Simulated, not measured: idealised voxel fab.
process module | voxel ribs on slabs
cross-section cut | 245 nm wide | cells 5 nm
A cross-section is a grid of square cells, given in bands from the top down. A band is one or more rows of cells.
Each band's line starts with the height of the band's top and of its bottom, in nm. Then come its materials from left to right, each with its width in nm. One material with "throughout" fills the band from edge to edge. "air" is empty space.
Height 0 is the level under which the wafer as received is all one material. The lowest band goes on downwards, as in "0 down".
A width such as "30 to 40" changes by the same amount from each row of cells to the next, from the band's top row to its bottom row.
"no change" after a step means that no cell of the cross-section changed.
closed voids: empty space of 8 cells or more with no open way to the top, each as width x height at its distance from the left edge, in nm
after a step's settings: what the simulator itself notes on the step
overlay nm, on a step with a mask: how far to the right of its planned place the mask lay; to the left if negative
plan
1 op RECEIVE | material Si
2 op DIRECTIONAL_DEP | material SiO2 | thk nm 20
3 op DIRECTIONAL_DEP | material SiN | thk nm 20
4 op MASKED_ETCH | tone cover | mask id RIB | width nm 15 | etch materials SiN | depth nm 10 | overlay nm 0
5 op MASKED_ETCH | tone cover | mask id SLAB | width nm 45 | etch materials SiN | depth nm 10 | overlay nm 0
6 op FILL_DEP | material SiO2 | thk nm 25
7 op CMP | height nm 55
8 op DIRECTIONAL_DEP | material W | thk nm 10
9 op DIRECTIONAL_DEP | material aC | thk nm 15
10 op PATTERN | tone cover | mask id HEATER | material resist | width nm 25 | thk nm 30 | overlay nm 0
11 op DIRECTIONAL_ETCH | etch materials aC | depth nm 15
12 op STRIP | etch materials resist
13 op DIRECTIONAL_ETCH | etch materials W | depth nm 10
14 op STRIP | etch materials aC
15 op CONFORMAL_DEP | material SiO2 | thk nm 5
as received, after step 1
  0 down: Si throughout
  closed voids: none
a wafer at the end: this start, this plan, one mistake
  65 to 55: air 110 | W 25 | air 110
  55 to 40: SiO2 throughout
  40 to 30: SiO2 115 | SiN 15 | SiO2 115
  30 to 20: SiO2 100 | SiN 45 | SiO2 100
  20 to 0: SiO2 throughout
  0 down: Si throughout
  closed voids: none
what went wrong: step 15 was left out
